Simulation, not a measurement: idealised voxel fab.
Proc. module: voxel self aligned contacts
This is section cut - it's 240 nm across, gridded in 5 nm square cells.
The cross-sections in this document take the form of a grid made of square cells. They are written out as bands, in order from top to bottom. Each band consists of one or more rows of cells. Per band: top height and bottom height in nm, followed by the left-to-right materials and their widths in nm; "everywhere" marks a single material spanning edge to edge, "blank" marks empty space. Measure heights from 0. That's the level where, below it, the as-received wafer is all one material. The lowest band is bottomless and extends downward; write it as in "0 and below". The width entry "30 to 40" should be interpreted row by row: the top row of cells in the band takes the first number, the bottom row takes the second number, and the change between adjacent rows is uniform throughout. "same as before" (step): cross-section cells unchanged, all of them. Empty spaces without an open route to the top, at least 8 cells in extent, make up the entry "Sealed cavities"; each is given as width x height at distance, where the distance is measured from the left edge, and all are in nm. Text after the settings on a step's line: the simulator's own remark on that step. "overlay nm" answers the question of how far to the right of plan the mask lay on a step that has a mask, and when it is negative the answer is to the left.

## Planned process steps
1,RECEIVE [material Si]
2,OXIDIZE [depth nm 5]
3,DIRECTIONAL_DEP [material polySi] [thk nm 30]
4,DIRECTIONAL_DEP [material SiN] [thk nm 20]
5,PATTERN [tone cover] [mask id GATE] [material resist] [width nm 35] [pitch nm 70] [thk nm 15] [overlay nm 0]
6,DIRECTIONAL_ETCH [etch materials SiN] [depth nm 20]
7,DIRECTIONAL_ETCH [etch materials polySi] [depth nm 30]
8,STRIP [etch materials resist]
9,CONFORMAL_DEP [material SiN] [thk nm 10]
10,DIRECTIONAL_ETCH [etch materials SiN] [depth nm 10]
11,FILL_DEP [material SiO2] [thk nm 15]
12,CMP [height nm 60]
13,DIRECTIONAL_DEP [material aC] [thk nm 10]
14,PATTERN [tone open] [mask id CONTACT] [material resist] [width nm 55] [pitch nm 70] [thk nm 30] [overlay nm 0]
15,DIRECTIONAL_ETCH [etch materials aC] [depth nm 10]
16,STRIP [etch materials resist]
17,DIRECTIONAL_ETCH [etch materials SiO2] [depth nm 65]
18,STRIP [etch materials aC]
19,CONFORMAL_DEP [material TiN] [thk nm 5]
20,FILL_DEP [material W] [thk nm 5]
21,CMP [height nm 60]
22,CONFORMAL_DEP [material SiCN] [thk nm 5]

## First wafer, two in total, run as planned

## Wafer at receipt (post step 1), cross-section
- 0 and below = Si everywhere
- Sealed cavities: none

## Step 2 complete: cross-section through the wafer
- 0 down to -5 = SiO2 everywhere
- Unchanged below -5.

## Step 3 complete: cross-section through the wafer
- 30 down to 0 = polySi everywhere
- Unchanged below 0.

## Step 4 complete: cross-section through the wafer
- 50 down to 30 = SiN everywhere
- Unchanged below 30.

## Step 5 complete: cross-section through the wafer
- 65 down to 50 = blank=30; resist=35; blank=35; resist=35; blank=35; resist=35; blank=35
- Unchanged below 50.

## Step 6 complete: cross-section through the wafer
- 65 down to 50 = blank=30; resist=35; blank=35; resist=35; blank=35; resist=35; blank=35
- 50 down to 30 = blank=30; SiN=35; blank=35; SiN=35; blank=35; SiN=35; blank=35
- Unchanged below 30.

## Step 7 complete: cross-section through the wafer
- 65 down to 50 = blank=30; resist=35; blank=35; resist=35; blank=35; resist=35; blank=35
- 50 down to 30 = blank=30; SiN=35; blank=35; SiN=35; blank=35; SiN=35; blank=35
- 30 down to 0 = blank=30; polySi=35; blank=35; polySi=35; blank=35; polySi=35; blank=35
- Unchanged below 0.

## Step 8 complete: cross-section through the wafer
- 50 down to 30 = blank=30; SiN=35; blank=35; SiN=35; blank=35; SiN=35; blank=35
- Unchanged below 30.

## Step 9 complete: cross-section through the wafer
- 60 down to 30 = blank=20; SiN=55; blank=15; SiN=55; blank=15; SiN=55; blank=25
- 30 down to 10 = blank=20; SiN=10; polySi=35; SiN=10; blank=15; SiN=10; polySi=35; SiN=10; blank=15; SiN=10; polySi=35; SiN=10; blank=25
- 10 down to 0 = SiN=30; polySi=35; SiN=35; polySi=35; SiN=35; polySi=35; SiN=35
- Unchanged below 0.

## Step 10 complete: cross-section through the wafer
- 50 down to 30 = blank=20; SiN=55; blank=15; SiN=55; blank=15; SiN=55; blank=25
- 30 down to 0 = blank=20; SiN=10; polySi=35; SiN=10; blank=15; SiN=10; polySi=35; SiN=10; blank=15; SiN=10; polySi=35; SiN=10; blank=25
- Unchanged below 0.

## Step 11 complete: cross-section through the wafer
- 65 down to 50 = SiO2 everywhere
- 50 down to 30 = SiO2=20; SiN=55; SiO2=15; SiN=55; SiO2=15; SiN=55; SiO2=25
- 30 down to 0 = SiO2=20; SiN=10; polySi=35; SiN=10; SiO2=15; SiN=10; polySi=35; SiN=10; SiO2=15; SiN=10; polySi=35; SiN=10; SiO2=25
- Unchanged below 0.

## Step 12 complete: cross-section through the wafer
- 60 down to 50 = SiO2 everywhere
- Unchanged below 50.

## Step 13 complete: cross-section through the wafer
- 70 down to 60 = aC everywhere
- Unchanged below 60.

## Step 14 complete: cross-section through the wafer
- 100 down to 70 = resist=55; blank=55; resist=15; blank=55; resist=60
- Unchanged below 70.

## Step 15 complete: cross-section through the wafer
- 90 down to 70 = resist=55; blank=55; resist=15; blank=55; resist=60
- 70 down to 60 = aC=55; blank=55; aC=15; blank=55; aC=60
- Unchanged below 60.

## Step 16 complete: cross-section through the wafer
- 70 down to 60 = aC=55; blank=55; aC=15; blank=55; aC=60
- Unchanged below 60.

## Step 17 complete: cross-section through the wafer
- 70 down to 60 = aC=55; blank=55; aC=15; blank=55; aC=60
- 60 down to 50 = SiO2=55; blank=55; SiO2=15; blank=55; SiO2=60
- 50 down to 30 = SiO2=20; SiN=55; blank=15; SiN=55; blank=15; SiN=55; SiO2=25
- 30 down to 0 = SiO2=20; SiN=10; polySi=35; SiN=10; blank=15; SiN=10; polySi=35; SiN=10; blank=15; SiN=10; polySi=35; SiN=10; SiO2=25
- 0 down to -5 = SiO2=75; blank=15; SiO2=55; blank=15; SiO2=80
- Unchanged below -5.

## Step 18 complete: cross-section through the wafer
- 60 down to 50 = SiO2=55; blank=55; SiO2=15; blank=55; SiO2=60
- Unchanged below 50.

## Step 19 complete: cross-section through the wafer
- 65 down to 60 = TiN=60; blank=45; TiN=25; blank=45; TiN=65
- 60 down to 50 = SiO2=55; TiN=5 to 25; blank=45 to 5; TiN=5 to 25; SiO2=15; TiN=5 to 25; blank=45 to 5; TiN=5 to 25; SiO2=60
- 50 down to 30 = SiO2=20; SiN=55; TiN=5; blank=5; TiN=5; SiN=55; TiN=5; blank=5; TiN=5; SiN=55; SiO2=25
- 30 down to 0 = SiO2=20; SiN=10; polySi=35; SiN=10; TiN=5; blank=5; TiN=5; SiN=10; polySi=35; SiN=10; TiN=5; blank=5; TiN=5; SiN=10; polySi=35; SiN=10; SiO2=25
- 0 down to -5 = SiO2=75; TiN=15; SiO2=55; TiN=15; SiO2=80
- Unchanged below -5.

## Step 20 complete: cross-section through the wafer
- 70 down to 65 = W everywhere
- 65 down to 60 = TiN=60; W=45; TiN=25; W=45; TiN=65
- 60 down to 50 = SiO2=55; TiN=5 to 25; W=45 to 5; TiN=5 to 25; SiO2=15; TiN=5 to 25; W=45 to 5; TiN=5 to 25; SiO2=60
- 50 down to 30 = SiO2=20; SiN=55; TiN=5; W=5; TiN=5; SiN=55; TiN=5; W=5; TiN=5; SiN=55; SiO2=25
- 30 down to 0 = SiO2=20; SiN=10; polySi=35; SiN=10; TiN=5; W=5; TiN=5; SiN=10; polySi=35; SiN=10; TiN=5; W=5; TiN=5; SiN=10; polySi=35; SiN=10; SiO2=25
- Unchanged below 0.

## Step 21 complete: cross-section through the wafer
- 60 down to 50 = SiO2=55; TiN=5 to 25; W=45 to 5; TiN=5 to 25; SiO2=15; TiN=5 to 25; W=45 to 5; TiN=5 to 25; SiO2=60
- Unchanged below 50.

## Step 22 complete: cross-section through the wafer
- 65 down to 60 = SiCN everywhere
- Unchanged below 60.

## What follows concerns the second wafer, which started out like the first and was meant to follow the very same plan; one mistake crept in when it was run, but everything up to and including step 8 is the same as for the first wafer

## Here is the second wafer in cross-section at the point where step 9 of the plan should have been done
- 40 down to 30 = blank=30; SiN=35; blank=35; SiN=35; blank=35; SiN=35; blank=35
- Unchanged below 30.

## Here is the second wafer in cross-section at the point where step 10 of the plan should have been done
- 50 down to 30 = blank=20; SiN=55; blank=15; SiN=55; blank=15; SiN=55; blank=25
- 30 down to 10 = blank=20; SiN=10; polySi=35; SiN=10; blank=15; SiN=10; polySi=35; SiN=10; blank=15; SiN=10; polySi=35; SiN=10; blank=25
- 10 down to 0 = SiN=30; polySi=35; SiN=35; polySi=35; SiN=35; polySi=35; SiN=35
- Unchanged below 0.

## Here is the second wafer in cross-section at the point where step 11 of the plan should have been done
- 65 down to 50 = SiO2 everywhere
- 50 down to 30 = SiO2=20; SiN=55; SiO2=15; SiN=55; SiO2=15; SiN=55; SiO2=25
- 30 down to 10 = SiO2=20; SiN=10; polySi=35; SiN=10; SiO2=15; SiN=10; polySi=35; SiN=10; SiO2=15; SiN=10; polySi=35; SiN=10; SiO2=25
- Unchanged below 10.

## Here is the second wafer in cross-section at the point where step 12 of the plan should have been done
- 60 down to 50 = SiO2 everywhere
- Unchanged below 50.

## Here is the second wafer in cross-section at the point where step 13 of the plan should have been done
- 70 down to 60 = aC everywhere
- Unchanged below 60.

## Here is the second wafer in cross-section at the point where step 14 of the plan should have been done
- 100 down to 70 = resist=55; blank=55; resist=15; blank=55; resist=60
- Unchanged below 70.

## Here is the second wafer in cross-section at the point where step 15 of the plan should have been done
- 90 down to 70 = resist=55; blank=55; resist=15; blank=55; resist=60
- 70 down to 60 = aC=55; blank=55; aC=15; blank=55; aC=60
- Unchanged below 60.

## Here is the second wafer in cross-section at the point where step 16 of the plan should have been done
- 70 down to 60 = aC=55; blank=55; aC=15; blank=55; aC=60
- Unchanged below 60.

## Here is the second wafer in cross-section at the point where step 17 of the plan should have been done
- 70 down to 60 = aC=55; blank=55; aC=15; blank=55; aC=60
- 60 down to 50 = SiO2=55; blank=55; SiO2=15; blank=55; SiO2=60
- 50 down to 30 = SiO2=20; SiN=55; blank=15; SiN=55; blank=15; SiN=55; SiO2=25
- 30 down to 10 = SiO2=20; SiN=10; polySi=35; SiN=10; blank=15; SiN=10; polySi=35; SiN=10; blank=15; SiN=10; polySi=35; SiN=10; SiO2=25
- Unchanged below 10.

## Here is the second wafer in cross-section at the point where step 18 of the plan should have been done
- 60 down to 50 = SiO2=55; blank=55; SiO2=15; blank=55; SiO2=60
- Unchanged below 50.

## Here is the second wafer in cross-section at the point where step 19 of the plan should have been done
- 65 down to 60 = TiN=60; blank=45; TiN=25; blank=45; TiN=65
- 60 down to 50 = SiO2=55; TiN=5 to 25; blank=45 to 5; TiN=5 to 25; SiO2=15; TiN=5 to 25; blank=45 to 5; TiN=5 to 25; SiO2=60
- 50 down to 30 = SiO2=20; SiN=55; TiN=5; blank=5; TiN=5; SiN=55; TiN=5; blank=5; TiN=5; SiN=55; SiO2=25
- 30 down to 15 = SiO2=20; SiN=10; polySi=35; SiN=10; TiN=5; blank=5; TiN=5; SiN=10; polySi=35; SiN=10; TiN=5; blank=5; TiN=5; SiN=10; polySi=35; SiN=10; SiO2=25
- 15 down to 10 = SiO2=20; SiN=10; polySi=35; SiN=10; TiN=15; SiN=10; polySi=35; SiN=10; TiN=15; SiN=10; polySi=35; SiN=10; SiO2=25
- Unchanged below 10.

## Here is the second wafer in cross-section at the point where step 20 of the plan should have been done
- 70 down to 65 = W everywhere
- 65 down to 60 = TiN=60; W=45; TiN=25; W=45; TiN=65
- 60 down to 50 = SiO2=55; TiN=5 to 25; W=45 to 5; TiN=5 to 25; SiO2=15; TiN=5 to 25; W=45 to 5; TiN=5 to 25; SiO2=60
- 50 down to 30 = SiO2=20; SiN=55; TiN=5; W=5; TiN=5; SiN=55; TiN=5; W=5; TiN=5; SiN=55; SiO2=25
- 30 down to 15 = SiO2=20; SiN=10; polySi=35; SiN=10; TiN=5; W=5; TiN=5; SiN=10; polySi=35; SiN=10; TiN=5; W=5; TiN=5; SiN=10; polySi=35; SiN=10; SiO2=25
- Unchanged below 15.

## Here is the second wafer in cross-section at the point where step 21 of the plan should have been done
- 60 down to 50 = SiO2=55; TiN=5 to 25; W=45 to 5; TiN=5 to 25; SiO2=15; TiN=5 to 25; W=45 to 5; TiN=5 to 25; SiO2=60
- Unchanged below 50.

## Here is the second wafer in cross-section at the point where step 22 of the plan should have been done
- 65 down to 60 = SiCN everywhere
- Unchanged below 60.
what went wrong: note: step 9 <-> step 10, run order reversed vs plan
It is noted that, at the conclusion of processing, the second wafer exhibits a higher or lower cell count for certain materials relative to the first: 30 more of SiN; 12 fewer of SiO2; 12 fewer of TiN; 6 fewer of W
